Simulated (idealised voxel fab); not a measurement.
process module | voxel ribs on slabs
cross-section cut | 295 nm wide | cells 5 nm
A cross-section is a grid of square cells, given in bands from the top down. A band is one or more rows of cells.
Each band's line starts with the height of the band's top and of its bottom, in nm. Then come its materials from left to right, each with its width in nm. One material with "throughout" fills the band from edge to edge. "air" is empty space.
Height 0 is the level under which the wafer as received is all one material. The lowest band goes on downwards, as in "0 down".
A width such as "30 to 40" changes by the same amount from each row of cells to the next, from the band's top row to its bottom row.
"no change" after a step means that no cell of the cross-section changed.
closed voids: empty space of 8 cells or more with no open way to the top, each as width x height at its distance from the left edge, in nm
after a step's settings: what the simulator itself notes on the step
overlay nm, on a step with a mask: how far to the right of its planned place the mask lay; to the left if negative
Each pair below shows a cross-section before one step and the cross-section after it, down to the lowest band that changed. The line under each pair gives the step between them, with its settings. The pairs can come from different runs of this module on the same starting wafer, so a pair continues from the pair above only where its "before" says so.
before
  0 down: Si throughout
  closed voids: none
after
  30 to 0: SiO2 throughout
  below 0: unchanged
  closed voids: none
the step between: op DIRECTIONAL_DEP | material SiO2 | thk nm 30
before: the cross-section after the pair above
after
  55 to 30: SiN throughout
  below 30: unchanged
  closed voids: none
the step between: op DIRECTIONAL_DEP | material SiN | thk nm 25
before: the cross-section after the pair above
after
  70 to 55: aC throughout
  below 55: unchanged
  closed voids: none
the step between: op DIRECTIONAL_DEP | material aC | thk nm 15
before: the cross-section after the pair above
after
  100 to 70: air 140 | resist 15 | air 140
  below 70: unchanged
  closed voids: none
the step between: op PATTERN | tone cover | mask id RIB | material resist | width nm 15 | thk nm 30 | overlay nm 0
before: the cross-section after the pair above
after
  85 to 70: air 140 | resist 15 | air 140
  70 to 55: air 140 | aC 15 | air 140
  below 55: unchanged
  closed voids: none
the step between: op DIRECTIONAL_ETCH | etch materials aC | depth nm 15
before: the cross-section after the pair above
after
  70 to 55: air 140 | aC 15 | air 140
  below 55: unchanged
  closed voids: none
the step between: op STRIP | etch materials resist
before: the cross-section after the pair above
after
  70 to 55: air 140 | aC 15 | air 140
  55 to 35: air 140 | SiN 15 | air 140
  below 35: unchanged
  closed voids: none
the step between: op DIRECTIONAL_ETCH | etch materials SiN | depth nm 20
before: the cross-section after the pair above
after
  55 to 35: air 140 | SiN 15 | air 140
  below 35: unchanged
  closed voids: none
the step between: op STRIP | etch materials aC
before: the cross-section after the pair above
after
  55 to 35: air 140 | SiN 15 | air 140
  35 to 30: air 120 | SiN 55 | air 120
  below 30: unchanged
  closed voids: none
the step between: op MASKED_ETCH | tone cover | mask id SLAB | width nm 55 | etch materials SiN | depth nm 5 | overlay nm 0
before: the cross-section after the pair above
after
  85 to 55: SiO2 throughout
  55 to 35: SiO2 140 | SiN 15 | SiO2 140
  35 to 30: SiO2 120 | SiN 55 | SiO2 120
  below 30: unchanged
  closed voids: none
the step between: op FILL_DEP | material SiO2 | thk nm 30
before: the cross-section after the pair above
after
  75 to 55: SiO2 throughout
  below 55: unchanged
  closed voids: none
the step between: op CMP | height nm 75
before: the cross-section after the pair above
after
  80 to 75: W throughout
  below 75: unchanged
  closed voids: none
the step between: op DIRECTIONAL_DEP | material W | thk nm 5
before: the cross-section after the pair above
after
  95 to 80: aC throughout
  below 80: unchanged
  closed voids: none
the step between: op DIRECTIONAL_DEP | material aC | thk nm 15
before: the cross-section after the pair above
after
  125 to 95: air 135 | resist 25 | air 135
  below 95: unchanged
  closed voids: none
the step between: op PATTERN | tone cover | mask id HEATER | material resist | width nm 25 | thk nm 30 | overlay nm 0
before: the cross-section after the pair above
after
  110 to 95: air 135 | resist 25 | air 135
  95 to 80: air 135 | aC 25 | air 135
  below 80: unchanged
  closed voids: none
the step between: op DIRECTIONAL_ETCH | etch materials aC | depth nm 15
before: the cross-section after the pair above
after
  95 to 80: air 135 | aC 25 | air 135
  below 80: unchanged
  closed voids: none
the step between: op STRIP | etch materials resist
before: the cross-section after the pair above
after
  95 to 80: air 135 | aC 25 | air 135
  80 to 75: air 135 | W 25 | air 135
  below 75: unchanged
  closed voids: none
the step between: op DIRECTIONAL_ETCH | etch materials W | depth nm 5
before: the cross-section after the pair above
after
  80 to 75: air 135 | W 25 | air 135
  below 75: unchanged
  closed voids: none
the step between: op STRIP | etch materials aC
before: the cross-section after the pair above
after
  85 to 80: air 130 | SiN 35 | air 130
  80 to 75: SiN 135 | W 25 | SiN 135
  below 75: unchanged
  closed voids: none
the step between: op CONFORMAL_DEP | material SiN | thk nm 5
before
  30 to 0: SiO2 throughout
  0 down: Si throughout
  closed voids: none
after
  60 to 0: SiO2 throughout
  below 0: unchanged
  closed voids: none
the step between: op DIRECTIONAL_DEP | material SiO2 | thk nm 30
before: the cross-section after the pair above
after
  85 to 60: SiN throughout
  below 60: unchanged
  closed voids: none
the step between: op DIRECTIONAL_DEP | material SiN | thk nm 25
before: the cross-section after the pair above
after
  100 to 85: aC throughout
  below 85: unchanged
  closed voids: none
the step between: op DIRECTIONAL_DEP | material aC | thk nm 15
before: the cross-section after the pair above
after
  130 to 100: air 140 | resist 15 | air 140
  below 100: unchanged
  closed voids: none
the step between: op PATTERN | tone cover | mask id RIB | material resist | width nm 15 | thk nm 30 | overlay nm 0
before: the cross-section after the pair above
after
  115 to 100: air 140 | resist 15 | air 140
  100 to 85: air 140 | aC 15 | air 140
  below 85: unchanged
  closed voids: none
the step between: op DIRECTIONAL_ETCH | etch materials aC | depth nm 15
before: the cross-section after the pair above
after
  100 to 85: air 140 | aC 15 | air 140
  below 85: unchanged
  closed voids: none
the step between: op STRIP | etch materials resist
before: the cross-section after the pair above
after
  100 to 85: air 140 | aC 15 | air 140
  85 to 65: air 140 | SiN 15 | air 140
  below 65: unchanged
  closed voids: none
the step between: op DIRECTIONAL_ETCH | etch materials SiN | depth nm 20
before: the cross-section after the pair above
after
  85 to 65: air 140 | SiN 15 | air 140
  below 65: unchanged
  closed voids: none
the step between: op STRIP | etch materials aC
before: the cross-section after the pair above
after
  85 to 65: air 140 | SiN 15 | air 140
  65 to 60: air 120 | SiN 55 | air 120
  below 60: unchanged
  closed voids: none
the step between: op MASKED_ETCH | tone cover | mask id SLAB | width nm 55 | etch materials SiN | depth nm 5 | overlay nm 0
before: the cross-section after the pair above
after
  115 to 85: SiO2 throughout
  85 to 65: SiO2 140 | SiN 15 | SiO2 140
  65 to 60: SiO2 120 | SiN 55 | SiO2 120
  below 60: unchanged
  closed voids: none
the step between: op FILL_DEP | material SiO2 | thk nm 30
before: the cross-section after the pair above
after
  75 to 65: SiO2 140 | SiN 15 | SiO2 140
  below 65: unchanged
  closed voids: none
the step between: op CMP | height nm 75
before: the cross-section after the pair above
after
  80 to 75: W throughout
  below 75: unchanged
  closed voids: none
the step between: op DIRECTIONAL_DEP | material W | thk nm 5
before: the cross-section after the pair above
after
  95 to 80: aC throughout
  below 80: unchanged
  closed voids: none
the step between: op DIRECTIONAL_DEP | material aC | thk nm 15
before: the cross-section after the pair above
after
  125 to 95: air 135 | resist 25 | air 135
  below 95: unchanged
  closed voids: none
the step between: op PATTERN | tone cover | mask id HEATER | material resist | width nm 25 | thk nm 30 | overlay nm 0
before: the cross-section after the pair above
after
  110 to 95: air 135 | resist 25 | air 135
  95 to 80: air 135 | aC 25 | air 135
  below 80: unchanged
  closed voids: none
the step between: op DIRECTIONAL_ETCH | etch materials aC | depth nm 15
before: the cross-section after the pair above
after
  95 to 80: air 135 | aC 25 | air 135
  below 80: unchanged
  closed voids: none
the step between: op STRIP | etch materials resist
before: the cross-section after the pair above
after
  95 to 80: air 135 | aC 25 | air 135
  80 to 75: air 135 | W 25 | air 135
  below 75: unchanged
  closed voids: none
the step between: op DIRECTIONAL_ETCH | etch materials W | depth nm 5
before: the cross-section after the pair above
after
  80 to 75: air 135 | W 25 | air 135
  below 75: unchanged
  closed voids: none
the step between: op STRIP | etch materials aC
before: the cross-section after the pair above
after
  85 to 80: air 130 | SiN 35 | air 130
  80 to 75: SiN 135 | W 25 | SiN 135
  below 75: unchanged
  closed voids: none
the step between: op CONFORMAL_DEP | material SiN | thk nm 5
before
  30 to 0: SiO2 throughout
  0 down: Si throughout
  closed voids: none
after
  45 to 30: aC throughout
  below 30: unchanged
  closed voids: none
the step between: op DIRECTIONAL_DEP | material aC | thk nm 15
before: the cross-section after the pair above
after
  70 to 45: SiN throughout
  below 45: unchanged
  closed voids: none
the step between: op DIRECTIONAL_DEP | material SiN | thk nm 25
before: the cross-section after the pair above
after
  100 to 70: air 140 | resist 15 | air 140
  below 70: unchanged
  closed voids: none
the step between: op PATTERN | tone cover | mask id RIB | material resist | width nm 15 | thk nm 30 | overlay nm 0
before: the cross-section after the pair above
after
  85 to 70: air 140 | resist 15 | air 140
  below 70: unchanged
  closed voids: none
the step between: op DIRECTIONAL_ETCH | etch materials aC | depth nm 15
before: the cross-section after the pair above
after
  70 to 45: SiN throughout
  below 45: unchanged
  closed voids: none
the step between: op STRIP | etch materials resist
before: the cross-section after the pair above
after
  50 to 45: SiN throughout
  below 45: unchanged
  closed voids: none
the step between: op DIRECTIONAL_ETCH | etch materials SiN | depth nm 20
before: the cross-section after the pair above
after
  50 to 45: air 120 | SiN 55 | air 120
  below 45: unchanged
  closed voids: none
the step between: op MASKED_ETCH | tone cover | mask id SLAB | width nm 55 | etch materials SiN | depth nm 5 | overlay nm 0
before: the cross-section after the pair above
after
  80 to 50: SiO2 throughout
  50 to 45: SiO2 120 | SiN 55 | SiO2 120
  below 45: unchanged
  closed voids: none
the step between: op FILL_DEP | material SiO2 | thk nm 30
before: the cross-section after the pair above
after
  75 to 50: SiO2 throughout
  below 50: unchanged
  closed voids: none
the step between: op CMP | height nm 75
before: the cross-section after the pair above
after
  80 to 75: W throughout
  below 75: unchanged
  closed voids: none
the step between: op DIRECTIONAL_DEP | material W | thk nm 5
before: the cross-section after the pair above
after
  95 to 80: aC throughout
  below 80: unchanged
  closed voids: none
the step between: op DIRECTIONAL_DEP | material aC | thk nm 15
before: the cross-section after the pair above
after
  125 to 95: air 135 | resist 25 | air 135
  below 95: unchanged
  closed voids: none
the step between: op PATTERN | tone cover | mask id HEATER | material resist | width nm 25 | thk nm 30 | overlay nm 0
before: the cross-section after the pair above
after
  110 to 95: air 135 | resist 25 | air 135
  95 to 80: air 135 | aC 25 | air 135
  below 80: unchanged
  closed voids: none
the step between: op DIRECTIONAL_ETCH | etch materials aC | depth nm 15
before: the cross-section after the pair above
after
  95 to 80: air 135 | aC 25 | air 135
  below 80: unchanged
  closed voids: none
the step between: op STRIP | etch materials resist
before: the cross-section after the pair above
after
  95 to 80: air 135 | aC 25 | air 135
  80 to 75: air 135 | W 25 | air 135
  below 75: unchanged
  closed voids: none
the step between: op DIRECTIONAL_ETCH | etch materials W | depth nm 5
before: the cross-section after the pair above
after
  80 to 75: air 135 | W 25 | air 135
  below 75: unchanged
  closed voids: none
the step between: op STRIP | etch materials aC
before: the cross-section after the pair above
after
  85 to 80: air 130 | SiN 35 | air 130
  80 to 75: SiN 135 | W 25 | SiN 135
  below 75: unchanged
  closed voids: none
the step between: op CONFORMAL_DEP | material SiN | thk nm 5
before
  0 down: Si throughout
  closed voids: none
after
  35 to 0: SiO2 throughout
  below 0: unchanged
  closed voids: none
the step between: op DIRECTIONAL_DEP | material SiO2 | thk nm 35
before: the cross-section after the pair above
after
  60 to 35: SiN throughout
  below 35: unchanged
  closed voids: none
the step between: op DIRECTIONAL_DEP | material SiN | thk nm 25
before: the cross-section after the pair above
after
  75 to 60: aC throughout
  below 60: unchanged
  closed voids: none
the step between: op DIRECTIONAL_DEP | material aC | thk nm 15
before: the cross-section after the pair above
after
  105 to 75: air 140 | resist 15 | air 140
  below 75: unchanged
  closed voids: none
the step between: op PATTERN | tone cover | mask id RIB | material resist | width nm 15 | thk nm 30 | overlay nm 0
before: the cross-section after the pair above
after
  90 to 75: air 140 | resist 15 | air 140
  75 to 60: air 140 | aC 15 | air 140
  below 60: unchanged
  closed voids: none
the step between: op DIRECTIONAL_ETCH | etch materials aC | depth nm 15
before: the cross-section after the pair above
after
  75 to 60: air 140 | aC 15 | air 140
  below 60: unchanged
  closed voids: none
the step between: op STRIP | etch materials resist
before: the cross-section after the pair above
after
  75 to 60: air 140 | aC 15 | air 140
  60 to 40: air 140 | SiN 15 | air 140
  below 40: unchanged
  closed voids: none
the step between: op DIRECTIONAL_ETCH | etch materials SiN | depth nm 20
before: the cross-section after the pair above
after
  60 to 40: air 140 | SiN 15 | air 140
  below 40: unchanged
  closed voids: none
the step between: op STRIP | etch materials aC
before: the cross-section after the pair above
after
  60 to 40: air 140 | SiN 15 | air 140
  40 to 35: air 120 | SiN 55 | air 120
  below 35: unchanged
  closed voids: none
the step between: op MASKED_ETCH | tone cover | mask id SLAB | width nm 55 | etch materials SiN | depth nm 5 | overlay nm 0
before: the cross-section after the pair above
after
  90 to 60: SiO2 throughout
  60 to 40: SiO2 140 | SiN 15 | SiO2 140
  40 to 35: SiO2 120 | SiN 55 | SiO2 120
  below 35: unchanged
  closed voids: none
the step between: op FILL_DEP | material SiO2 | thk nm 30
before: the cross-section after the pair above
after
  75 to 60: SiO2 throughout
  below 60: unchanged
  closed voids: none
the step between: op CMP | height nm 75
before: the cross-section after the pair above
after
  80 to 75: W throughout
  below 75: unchanged
  closed voids: none
the step between: op DIRECTIONAL_DEP | material W | thk nm 5
before: the cross-section after the pair above
after
  95 to 80: aC throughout
  below 80: unchanged
  closed voids: none
the step between: op DIRECTIONAL_DEP | material aC | thk nm 15
before: the cross-section after the pair above
after
  125 to 95: air 135 | resist 25 | air 135
  below 95: unchanged
  closed voids: none
the step between: op PATTERN | tone cover | mask id HEATER | material resist | width nm 25 | thk nm 30 | overlay nm 0
before: the cross-section after the pair above
after
  110 to 95: air 135 | resist 25 | air 135
  95 to 80: air 135 | aC 25 | air 135
  below 80: unchanged
  closed voids: none
the step between: op DIRECTIONAL_ETCH | etch materials aC | depth nm 15
before: the cross-section after the pair above
after
  95 to 80: air 135 | aC 25 | air 135
  below 80: unchanged
  closed voids: none
the step between: op STRIP | etch materials resist
before: the cross-section after the pair above
after
  95 to 80: air 135 | aC 25 | air 135
  80 to 75: air 135 | W 25 | air 135
  below 75: unchanged
  closed voids: none
the step between: op DIRECTIONAL_ETCH | etch materials W | depth nm 5
before: the cross-section after the pair above
after
  80 to 75: air 135 | W 25 | air 135
  below 75: unchanged
  closed voids: none
the step between: op STRIP | etch materials aC
before: the cross-section after the pair above
after
  85 to 80: air 130 | SiN 35 | air 130
  80 to 75: SiN 135 | W 25 | SiN 135
  below 75: unchanged
  closed voids: none
the step between: op CONFORMAL_DEP | material SiN | thk nm 5
before
  55 to 35: air 140 | SiN 15 | air 140
  35 to 30: SiN throughout
  30 to 0: SiO2 throughout
  0 down: Si throughout
  closed voids: none
after
  55 to 35: air 140 | SiN 15 | air 140
  35 to 30: air 125 | SiN 45 | air 125
  below 30: unchanged
  closed voids: none
the step between: op MASKED_ETCH | tone cover | mask id SLAB | width nm 45 | etch materials SiN | depth nm 5 | overlay nm 0
before: the cross-section after the pair above
after
  85 to 55: SiO2 throughout
  55 to 35: SiO2 140 | SiN 15 | SiO2 140
  35 to 30: SiO2 125 | SiN 45 | SiO2 125
  below 30: unchanged
  closed voids: none
the step between: op FILL_DEP | material SiO2 | thk nm 30
before: the cross-section after the pair above
after
  75 to 55: SiO2 throughout
  below 55: unchanged
  closed voids: none
the step between: op CMP | height nm 75
before: the cross-section after the pair above
after
  80 to 75: W throughout
  below 75: unchanged
  closed voids: none
the step between: op DIRECTIONAL_DEP | material W | thk nm 5
before: the cross-section after the pair above
after
  95 to 80: aC throughout
  below 80: unchanged
  closed voids: none
the step between: op DIRECTIONAL_DEP | material aC | thk nm 15
before: the cross-section after the pair above
after
  125 to 95: air 135 | resist 25 | air 135
  below 95: unchanged
  closed voids: none
the step between: op PATTERN | tone cover | mask id HEATER | material resist | width nm 25 | thk nm 30 | overlay nm 0
before: the cross-section after the pair above
after
  110 to 95: air 135 | resist 25 | air 135
  95 to 80: air 135 | aC 25 | air 135
  below 80: unchanged
  closed voids: none
the step between: op DIRECTIONAL_ETCH | etch materials aC | depth nm 15
before: the cross-section after the pair above
after
  95 to 80: air 135 | aC 25 | air 135
  below 80: unchanged
  closed voids: none
the step between: op STRIP | etch materials resist
before: the cross-section after the pair above
after
  95 to 80: air 135 | aC 25 | air 135
  80 to 75: air 135 | W 25 | air 135
  below 75: unchanged
  closed voids: none
the step between: op DIRECTIONAL_ETCH | etch materials W | depth nm 5
before: the cross-section after the pair above
after
  80 to 75: air 135 | W 25 | air 135
  below 75: unchanged
  closed voids: none
the step between: op STRIP | etch materials aC
before: the cross-section after the pair above
after
  85 to 80: air 130 | SiN 35 | air 130
  80 to 75: SiN 135 | W 25 | SiN 135
  below 75: unchanged
  closed voids: none
the step between: op CONFORMAL_DEP | material SiN | thk nm 5
before
  95 to 80: aC throughout
  80 to 75: W throughout
  75 to 55: SiO2 throughout
  55 to 35: SiO2 140 | SiN 15 | SiO2 140
  35 to 30: SiO2 120 | SiN 55 | SiO2 120
  30 to 0: SiO2 throughout
  0 down: Si throughout
  closed voids: none
after
  125 to 95: air 125 | resist 25 | air 145
  below 95: unchanged
  closed voids: none
the step between: op PATTERN | tone cover | mask id HEATER | material resist | width nm 25 | thk nm 30 | overlay nm -10
before: the cross-section after the pair above
after
  110 to 95: air 125 | resist 25 | air 145
  95 to 80: air 125 | aC 25 | air 145
  below 80: unchanged
  closed voids: none
the step between: op DIRECTIONAL_ETCH | etch materials aC | depth nm 15
before: the cross-section after the pair above
after
  95 to 80: air 125 | aC 25 | air 145
  below 80: unchanged
  closed voids: none
the step between: op STRIP | etch materials resist
before: the cross-section after the pair above
after
  95 to 80: air 125 | aC 25 | air 145
  80 to 75: air 125 | W 25 | air 145
  below 75: unchanged
  closed voids: none
the step between: op DIRECTIONAL_ETCH | etch materials W | depth nm 5
before: the cross-section after the pair above
after
  80 to 75: air 125 | W 25 | air 145
  below 75: unchanged
  closed voids: none
the step between: op STRIP | etch materials aC
before: the cross-section after the pair above
after
  85 to 80: air 120 | SiN 35 | air 140
  80 to 75: SiN 125 | W 25 | SiN 145
  below 75: unchanged
  closed voids: none
the step between: op CONFORMAL_DEP | material SiN | thk nm 5
before
  75 to 55: SiO2 throughout
  55 to 35: SiO2 140 | SiN 15 | SiO2 140
  35 to 30: SiO2 120 | SiN 55 | SiO2 120
  30 to 0: SiO2 throughout
  0 down: Si throughout
  closed voids: none
after
  80 to 55: SiO2 throughout
  below 55: unchanged
  closed voids: none
the step between: op DIRECTIONAL_DEP | material SiO2 | thk nm 5
before: the cross-section after the pair above
after
  95 to 80: aC throughout
  below 80: unchanged
  closed voids: none
the step between: op DIRECTIONAL_DEP | material aC | thk nm 15
before: the cross-section after the pair above
after
  125 to 95: air 135 | resist 25 | air 135
  below 95: unchanged
  closed voids: none
the step between: op PATTERN | tone cover | mask id HEATER | material resist | width nm 25 | thk nm 30 | overlay nm 0
before: the cross-section after the pair above
after
  110 to 95: air 135 | resist 25 | air 135
  95 to 80: air 135 | aC 25 | air 135
  below 80: unchanged
  closed voids: none
the step between: op DIRECTIONAL_ETCH | etch materials aC | depth nm 15
before: the cross-section after the pair above
after
  95 to 80: air 135 | aC 25 | air 135
  below 80: unchanged
  closed voids: none
the step between: op STRIP | etch materials resist
before: the cross-section after the pair above
after
  80 to 55: SiO2 throughout
  below 55: unchanged
  closed voids: none
the step between: op STRIP | etch materials aC
before: the cross-section after the pair above
after
  85 to 80: SiN throughout
  below 80: unchanged
  closed voids: none
the step between: op CONFORMAL_DEP | material SiN | thk nm 5
before
  70 to 55: aC throughout
  55 to 30: SiN throughout
  30 to 0: SiO2 throughout
  0 down: Si throughout
  closed voids: none
after
  100 to 70: resist 140 | air 15 | resist 140
  below 70: unchanged
  closed voids: none
the step between: op PATTERN | tone open | mask id RIB | material resist | width nm 15 | thk nm 30 | overlay nm 0
before: the cross-section after the pair above
after
  85 to 70: resist 140 | air 15 | resist 140
  70 to 55: aC 140 | air 15 | aC 140
  below 55: unchanged
  closed voids: none
the step between: op DIRECTIONAL_ETCH | etch materials aC | depth nm 15
before: the cross-section after the pair above
after
  70 to 55: aC 140 | air 15 | aC 140
  below 55: unchanged
  closed voids: none
the step between: op STRIP | etch materials resist
before: the cross-section after the pair above
after
  70 to 55: aC 140 | air 15 | aC 140
  55 to 35: SiN 140 | air 15 | SiN 140
  below 35: unchanged
  closed voids: none
the step between: op DIRECTIONAL_ETCH | etch materials SiN | depth nm 20
before: the cross-section after the pair above
after
  55 to 35: SiN 140 | air 15 | SiN 140
  below 35: unchanged
  closed voids: none
the step between: op STRIP | etch materials aC
before: the cross-section after the pair above
after
  55 to 50: air 120 | SiN 20 | air 15 | SiN 20 | air 120
  below 50: unchanged
  closed voids: none
the step between: op MASKED_ETCH | tone cover | mask id SLAB | width nm 55 | etch materials SiN | depth nm 5 | overlay nm 0
before: the cross-section after the pair above
after
  85 to 55: SiO2 throughout
  55 to 50: SiO2 120 | SiN 20 | SiO2 15 | SiN 20 | SiO2 120
  50 to 35: SiN 140 | SiO2 15 | SiN 140
  below 35: unchanged
  closed voids: none
the step between: op FILL_DEP | material SiO2 | thk nm 30
before: the cross-section after the pair above
after
  75 to 55: SiO2 throughout
  below 55: unchanged
  closed voids: none
the step between: op CMP | height nm 75
before: the cross-section after the pair above
after
  80 to 75: W throughout
  below 75: unchanged
  closed voids: none
the step between: op DIRECTIONAL_DEP | material W | thk nm 5
before: the cross-section after the pair above
after
  95 to 80: aC throughout
  below 80: unchanged
  closed voids: none
the step between: op DIRECTIONAL_DEP | material aC | thk nm 15
before: the cross-section after the pair above
after
  125 to 95: air 135 | resist 25 | air 135
  below 95: unchanged
  closed voids: none
the step between: op PATTERN | tone cover | mask id HEATER | material resist | width nm 25 | thk nm 30 | overlay nm 0
before: the cross-section after the pair above
after
  110 to 95: air 135 | resist 25 | air 135
  95 to 80: air 135 | aC 25 | air 135
  below 80: unchanged
  closed voids: none
the step between: op DIRECTIONAL_ETCH | etch materials aC | depth nm 15
before: the cross-section after the pair above
after
  95 to 80: air 135 | aC 25 | air 135
  below 80: unchanged
  closed voids: none
the step between: op STRIP | etch materials resist
before: the cross-section after the pair above
after
  95 to 80: air 135 | aC 25 | air 135
  80 to 75: air 135 | W 25 | air 135
  below 75: unchanged
  closed voids: none
the step between: op DIRECTIONAL_ETCH | etch materials W | depth nm 5
before: the cross-section after the pair above
after
  80 to 75: air 135 | W 25 | air 135
  below 75: unchanged
  closed voids: none
the step between: op STRIP | etch materials aC
before: the cross-section after the pair above
after
  85 to 80: air 130 | SiN 35 | air 130
  80 to 75: SiN 135 | W 25 | SiN 135
  below 75: unchanged
  closed voids: none
the step between: op CONFORMAL_DEP | material SiN | thk nm 5
